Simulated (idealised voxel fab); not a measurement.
Module name: voxel plated lines (process module)
Cross-sectional view cut (width: 300 nm; square cell size: 5 nm).
We lay out every cross-section as a grid of square cells and spell it out in bands from the top down, where one band means one or more rows of cells. The entry gives the band's vertical extent as a top height and a bottom height in nm, then its horizontal make-up as materials from left to right, each with a width in nm. "air" stands for empty space; a single material marked "full width" fills the band edge to edge. Basically, 0 is our baseline, since under it the wafer straight out of the box is all one material. The bottom band has no lower end and keeps on going down, so it looks like "0..down". The two numbers in a width such as "30 to 40" mark its ends across the band: the first belongs to the top row of cells, the second to the bottom row, and from each row to the next the width moves by the same amount. Take "nothing got changed" at face value: in the step it is given for, the cross-section changed in none of its cells. "Enclosed void entries": sealed empty spaces, 8 cells or more, no open way to top, listed width x height at distance, with distance from the left edge and width, height and distance in nm. Heads up: the bit after the settings on a step's line is the simulator's remark on that step. Regarding "overlay nm": on a step with a mask, it is the distance the mask lay to the right of its planned place; a negative value places it to the left.
# This section lists the process steps that were planned
| 1 | RECEIVE: material Si |
| 2 | CONFORMAL_DEP: material Al2O3, thk nm 10 |
| 3 | DIRECTIONAL_DEP: material TiN, thk nm 5 |
| 4 | PATTERN: tone open, mask id LINES, material resist, width nm 15, pitch nm 45, thk nm 35, overlay nm 0 |
| 5 | EPI: material Ru, thk nm 10 |
| 6 | EPI: material Ru, thk nm 10 |
| 7 | EPI: material Ru, thk nm 10 |
| 8 | STRIP: etch materials resist |
| 9 | DIRECTIONAL_ETCH: etch materials TiN, depth nm 5 |
| 10 | CONFORMAL_DEP: material SiN, thk nm 5 |
# The first of the two wafers, which ran as planned
# This is the cross-section of the wafer as we received it, i.e. after step 1
> 0..down | Si full width
> Enclosed void entries: none
# Sectional view: wafer, after step 2
> 10..0 | Al2O3 full width
> Note: structure below 0 unchanged.
# Sectional view: wafer, after step 3
> 15..10 | TiN full width
> Note: structure below 10 unchanged.
# Sectional view: wafer, after step 4
> 50..15 | resist: 95, then air: 15, then resist: 30, then air: 15, then resist: 30, then air: 15, then resist: 100
> Note: structure below 15 unchanged.
# Sectional view: wafer, after step 5
> 50..25 | resist: 95, then air: 15, then resist: 30, then air: 15, then resist: 30, then air: 15, then resist: 100
> 25..15 | resist: 95, then Ru: 15, then resist: 30, then Ru: 15, then resist: 30, then Ru: 15, then resist: 100
> Note: structure below 15 unchanged.
# Sectional view: wafer, after step 6
> 50..35 | resist: 95, then air: 15, then resist: 30, then air: 15, then resist: 30, then air: 15, then resist: 100
> 35..15 | resist: 95, then Ru: 15, then resist: 30, then Ru: 15, then resist: 30, then Ru: 15, then resist: 100
> Note: structure below 15 unchanged.
# Sectional view: wafer, after step 7
> 50..45 | resist: 95, then air: 15, then resist: 30, then air: 15, then resist: 30, then air: 15, then resist: 100
> 45..15 | resist: 95, then Ru: 15, then resist: 30, then Ru: 15, then resist: 30, then Ru: 15, then resist: 100
> Note: structure below 15 unchanged.
# Sectional view: wafer, after step 8
> 45..15 | air: 95, then Ru: 15, then air: 30, then Ru: 15, then air: 30, then Ru: 15, then air: 100
> Note: structure below 15 unchanged.
# Sectional view: wafer, after step 9
> 45..15 | air: 95, then Ru: 15, then air: 30, then Ru: 15, then air: 30, then Ru: 15, then air: 100
> 15..10 | air: 95, then TiN: 15, then air: 30, then TiN: 15, then air: 30, then TiN: 15, then air: 100
> Note: structure below 10 unchanged.
# Sectional view: wafer, after step 10
> 50..45 | air: 90, then SiN: 25, then air: 20, then SiN: 25, then air: 20, then SiN: 25, then air: 95
> 45..15 | air: 90, then SiN: 5, then Ru: 15, then SiN: 5, then air: 20, then SiN: 5, then Ru: 15, then SiN: 5, then air: 20, then SiN: 5, then Ru: 15, then SiN: 5, then air: 95
> 15..10 | SiN: 95, then TiN: 15, then SiN: 30, then TiN: 15, then SiN: 30, then TiN: 15, then SiN: 100
> Note: structure below 10 unchanged.
# Companion wafer, the second of two: same beginning, same intended sequence, one mistake in carrying it out; through step 3 inclusive it tracks the first exactly
# Second wafer, sectioned view, at step 4's planned end time
> 50..15 | resist: 90, then air: 15, then resist: 30, then air: 15, then resist: 30, then air: 15, then resist: 105
> Note: structure below 15 unchanged.
# Second wafer, sectioned view, at step 5's planned end time
> 50..25 | resist: 90, then air: 15, then resist: 30, then air: 15, then resist: 30, then air: 15, then resist: 105
> 25..15 | resist: 90, then Ru: 15, then resist: 30, then Ru: 15, then resist: 30, then Ru: 15, then resist: 105
> Note: structure below 15 unchanged.
# Second wafer, sectioned view, at step 6's planned end time
> 50..35 | resist: 90, then air: 15, then resist: 30, then air: 15, then resist: 30, then air: 15, then resist: 105
> 35..15 | resist: 90, then Ru: 15, then resist: 30, then Ru: 15, then resist: 30, then Ru: 15, then resist: 105
> Note: structure below 15 unchanged.
# Second wafer, sectioned view, at step 7's planned end time
> 50..45 | resist: 90, then air: 15, then resist: 30, then air: 15, then resist: 30, then air: 15, then resist: 105
> 45..15 | resist: 90, then Ru: 15, then resist: 30, then Ru: 15, then resist: 30, then Ru: 15, then resist: 105
> Note: structure below 15 unchanged.
# Second wafer, sectioned view, at step 8's planned end time
> 45..15 | air: 90, then Ru: 15, then air: 30, then Ru: 15, then air: 30, then Ru: 15, then air: 105
> Note: structure below 15 unchanged.
# Second wafer, sectioned view, at step 9's planned end time
> 45..15 | air: 90, then Ru: 15, then air: 30, then Ru: 15, then air: 30, then Ru: 15, then air: 105
> 15..10 | air: 90, then TiN: 15, then air: 30, then TiN: 15, then air: 30, then TiN: 15, then air: 105
> Note: structure below 10 unchanged.
# Second wafer, sectioned view, at step 10's planned end time
> 50..45 | air: 85, then SiN: 25, then air: 20, then SiN: 25, then air: 20, then SiN: 25, then air: 100
> 45..15 | air: 85, then SiN: 5, then Ru: 15, then SiN: 5, then air: 20, then SiN: 5, then Ru: 15, then SiN: 5, then air: 20, then SiN: 5, then Ru: 15, then SiN: 5, then air: 100
> 15..10 | SiN: 90, then TiN: 15, then SiN: 30, then TiN: 15, then SiN: 30, then TiN: 15, then SiN: 105
> Note: structure below 10 unchanged.
What was done differently from what was planned? step 4 went in with a setting other than planned; the actual run was PATTERN: tone open, mask id LINES, material resist, width nm 15, pitch nm 45, thk nm 35, overlay nm -5
By the end, you'd get the same cell count for each material on either wafer, but the second wafer puts them somewhere else.
